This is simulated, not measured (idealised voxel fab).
The name of this process module is voxel self aligned contacts.
Cross-sectional view cut (width: 190 nm; square cell size: 5 nm).
This document writes a cross-section as a grid whose cells are square, and gives it as bands, listed from the top down; one or more rows of cells form a band.
Read a band's entry like this: the first values are the height of its top and the height of its bottom in nm, and what follows is the sequence of materials from left to right, each with its width in nm. Note that "air" is empty space, and that a single material marked "edge to edge" reaches across the band from edge to edge.
A quick word on heights: they are counted from 0, and under that level the wafer as it came to us is one material throughout. The lowest band is different from the rest in having no bottom; it simply continues downward, written as in "0 and below".
Quick explanation for "30 to 40": the width changes in equal steps down the rows of cells, from the first number in the band's top row to the second number in its bottom row.
Where the words "remains unaltered" appear for a step, the cross-section shows no cell changed by that step; every cell remained as before.
The entry titled "Enclosed voids" provides the empty spaces that have no open way to the top, restricted to those of 8 cells or more. Each is presented as width x height at distance, the distance being measured from the left edge, with all three in nm.
after a step's settings: what the simulator itself notes on the step
overlay nm: right-of-plan distance of the mask on a masked step; negative values mean left-of-plan.
The following list gives the planned process steps:
1 RECEIVE: material Si
2 OXIDIZE: depth nm 5
3 DIRECTIONAL_DEP: material polySi, thk nm 20
4 DIRECTIONAL_DEP: material SiN, thk nm 25
5 PATTERN: tone cover, mask id GATE, material resist, width nm 35, pitch nm 80, thk nm 20, overlay nm 0
6 DIRECTIONAL_ETCH: etch materials SiN, depth nm 25
7 DIRECTIONAL_ETCH: etch materials polySi, depth nm 25
8 STRIP: etch materials resist
9 CONFORMAL_DEP: material SiN, thk nm 10
10 DIRECTIONAL_ETCH: etch materials SiN, depth nm 10
11 FILL_DEP: material SiO2, thk nm 10
12 CMP: height nm 55
13 DIRECTIONAL_DEP: material aC, thk nm 15
14 PATTERN: tone open, mask id CONTACT, material resist, width nm 55, thk nm 35, overlay nm 0
15 DIRECTIONAL_ETCH: etch materials aC, depth nm 15
16 STRIP: etch materials resist
17 DIRECTIONAL_ETCH: etch materials SiO2, depth nm 60
18 STRIP: etch materials aC
19 CONFORMAL_DEP: material TiN, thk nm 5
20 FILL_DEP: material Ru, thk nm 5
21 CMP: height nm 55
22 CONFORMAL_DEP: material SiN, thk nm 5
Wafer-to-wafer difference: thk nm, step 3. Common start. Plan = first wafer's value.
As-received cross-section, first of several wafers, post step 1:
    0 and below | Si edge to edge
    Enclosed voids: none
Heads up, this table goes wafer by wafer. A row tells you, at the end of the module, how many cells of each material that wafer has put on (+) or dropped (-) since it was received, and then its closed voids:
thk nm 20, +39 Ru, -38 Si, +180 SiN, +186 SiO2, +33 TiN, +56 polySi, Enclosed voids: none
thk nm 25, +33 Ru, -38 Si, +188 SiN, +170 SiO2, +33 TiN, +70 polySi, Enclosed voids: none
thk nm 30, +27 Ru, -38 Si, +188 SiN, +148 SiO2, +23 TiN, +108 polySi, Enclosed voids: none
thk nm 35, +24 Ru, -38 Si, +166 SiN, +137 SiO2, +21 TiN, +146 polySi, Enclosed voids: none
thk nm 40, +21 Ru, -38 Si, +144 SiN, +126 SiO2, +19 TiN, +184 polySi, Enclosed voids: none
